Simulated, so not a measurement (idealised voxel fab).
Title: Process Module voxel transistor to metal
The figure presents cross-section cut, which has a width of 200 nm and is divided into square cells with an edge length of 5 nm.
Cross-section, as written here: a square-cell grid given band by band from the top down, where a band holds one or more rows of cells. In this notation a band is specified by the heights of its top and bottom, in that order and in nm, after which its materials appear from left to right, each paired with its width in nm. The word "edge to edge" attached to a single material means that material fills the band from edge to edge; the word "blank" stands for empty space. Heads up on the height convention: 0 is the point under which the incoming wafer is all one material, and the lowest band has no bottom, it just keeps going down, like "0..down". A width such as "30->40" changes by the same amount from each row of cells to the next, from the band's top row to its bottom row. "all unchanged" for a step: no cell of the cross-section changed in that step. Entry "Unvented cavities". Content: empty spaces with no open connection to the top, size 8 cells or greater. Each: width x height at distance. Distance: from left edge. Unit: nm. If you see something after the settings on a step's line, that's the simulator's own remark about that step. If you see "overlay nm" on a step's line and that step has a mask, it's telling you how far right of where it was planned the mask ended up; a negative number means it went left instead.

# Steps in the process plan
| 1 | RECEIVE [material Si] |
| 2 | CONFORMAL_DEP [material SiO2] [thk nm 5] |
| 3 | CONFORMAL_DEP [material SiN] [thk nm 15] |
| 4 | DIRECTIONAL_DEP [material aC] [thk nm 15] |
| 5 | PATTERN [tone cover] [mask id ACTIVE] [material resist] [width nm 125] [thk nm 35] [overlay nm 0] |
| 6 | DIRECTIONAL_ETCH [etch materials aC] [depth nm 15] |
| 7 | STRIP [etch materials resist] |
| 8 | DIRECTIONAL_ETCH [etch materials SiN] [depth nm 15] |
| 9 | DIRECTIONAL_ETCH [etch materials SiO2] [depth nm 5] |
| 10 | DIRECTIONAL_ETCH [etch materials Si] [depth nm 25] |
| 11 | STRIP [etch materials aC] |
| 12 | OXIDIZE [depth nm 5] |
| 13 | FILL_DEP [material SiO2] [thk nm 5] |
| 14 | CMP [height nm 20] |
| 15 | SELECTIVE_ETCH [etch materials SiO2] [depth nm 5] |
| 16 | STRIP [etch materials SiN] |
| 17 | SELECTIVE_ETCH [etch materials SiO2] [depth nm 5] |
| 18 | OXIDIZE [depth nm 5] |
| 19 | DIRECTIONAL_DEP [material polySi] [thk nm 30] |
| 20 | DIRECTIONAL_DEP [material SiCN] [thk nm 15] |
| 21 | PATTERN [tone cover] [mask id GATE] [material resist] [width nm 25] [thk nm 15] [overlay nm 0] |
| 22 | DIRECTIONAL_ETCH [etch materials SiCN] [depth nm 25] |
| 23 | DIRECTIONAL_ETCH [etch materials polySi] [depth nm 40] |
| 24 | STRIP [etch materials resist] |
| 25 | CONFORMAL_DEP [material SiO2] [thk nm 5] |
| 26 | DIRECTIONAL_ETCH [etch materials SiO2] [depth nm 5] |
| 27 | CONFORMAL_DEP [material SiN] [thk nm 5] |
| 28 | DIRECTIONAL_ETCH [etch materials SiN] [depth nm 5] |
| 29 | DIRECTIONAL_ETCH [etch materials SiO2] [depth nm 5] |
| 30 | DIRECTIONAL_ETCH [etch materials Si] [depth nm 15] |
| 31 | EPI [material SiGe] [thk nm 20] |
| 32 | FILL_DEP [material SiO2] [thk nm 10] |
| 33 | CMP [height nm 45] |
| 34 | DIRECTIONAL_DEP [material SiO2] [thk nm 15] |
| 35 | MASKED_ETCH [tone open] [mask id CONTACT] [width nm 20] [pitch nm 85] [etch materials SiO2] [depth nm 60] [overlay nm 0] |
| 36 | CONFORMAL_DEP [material TiN] [thk nm 5] |
| 37 | FILL_DEP [material Ru] [thk nm 10] |
| 38 | CMP [height nm 60] |
| 39 | CONFORMAL_DEP [material SiCN] [thk nm 5] |
| 40 | DIRECTIONAL_DEP [material SiO2] [thk nm 25] |
| 41 | DIRECTIONAL_DEP [material aC] [thk nm 15] |
| 42 | PATTERN [tone open] [mask id METAL_1] [material resist] [width nm 20] [pitch nm 85] [thk nm 30] [overlay nm 0] |
| 43 | DIRECTIONAL_ETCH [etch materials aC] [depth nm 15] |
| 44 | STRIP [etch materials resist] |
| 45 | DIRECTIONAL_ETCH [etch materials SiO2] [depth nm 25] |
| 46 | DIRECTIONAL_ETCH [etch materials SiCN] [depth nm 5] |
| 47 | STRIP [etch materials aC] |
| 48 | CONFORMAL_DEP [material TiN] [thk nm 5] |
| 49 | FILL_DEP [material Ru] [thk nm 10] |
| 50 | CMP [height nm 90] |
| 51 | CONFORMAL_DEP [material SiCN] [thk nm 5] |

# The cross-section here shows the wafer as received, i.e. in its state after step 1
* 0..down | Si edge to edge
* Unvented cavities: none

# Module complete, cross-section. Starting point and plan per above. One mistake made in running the module
* 95..90 | SiCN edge to edge
* 90..65 | SiO2 45 / TiN 5 / Ru 10 / TiN 5 / SiO2 65 / TiN 5 / Ru 10 / TiN 5 / SiO2 50
* 65..60 | SiCN 45 / TiN 20 / SiCN 65 / TiN 20 / SiCN 50
* 60..45 | SiO2 45 / TiN 5 / Ru 10 / TiN 5 / SiO2 65 / TiN 5 / Ru 10 / TiN 5 / SiO2 50
* 45..40 | SiO2 45 / TiN 5 / Ru 10 / TiN 5 / SiO2 10 / SiN 5 / SiO2 5 / SiCN 25 / SiO2 5 / SiN 5 / SiO2 10 / TiN 5 / Ru 10 / TiN 5 / SiO2 50
* 40..35 | SiO2 45 / TiN 20 / SiO2 10 / SiN 5 / SiO2 5 / SiCN 25 / SiO2 5 / SiN 5 / SiO2 10 / TiN 20 / SiO2 50
* 35..30 | SiO2 35 / SiGe 40 / SiN 5 / SiO2 5 / SiCN 25 / SiO2 5 / SiN 5 / SiGe 40 / SiO2 40
* 30..20 | SiO2 35 / SiGe 40 / SiN 5 / SiO2 5 / polySi 25 / SiO2 5 / SiN 5 / SiGe 40 / SiO2 40
* 20..10 | SiO2 30 / SiGe 45 / SiN 5 / SiO2 5 / polySi 25 / SiO2 5 / SiN 5 / SiGe 45 / SiO2 35
* 10..5 | SiO2 30 / SiGe 5 / SiN 5 / SiGe 35 / SiN 5 / SiO2 5 / polySi 25 / SiO2 5 / SiN 5 / SiGe 35 / SiN 5 / SiGe 5 / SiO2 35
* 5..0 | SiO2 35 / SiN 5 / SiGe 35 / SiN 5 / SiO2 5 / polySi 25 / SiO2 5 / SiN 5 / SiGe 35 / SiN 5 / SiO2 40
* 0..-5 | SiO2 40 / SiGe 35 / SiO2 45 / SiGe 35 / SiO2 45
* -5..-20 | SiO2 40 / SiGe 35 / Si 45 / SiGe 35 / SiO2 45
* -20..-30 | SiO2 40 / Si 115 / SiO2 45
* -30..down | Si edge to edge
* Unvented cavities: none
Against the plan, the run slipped here: step 31 of the plan was twice carried out
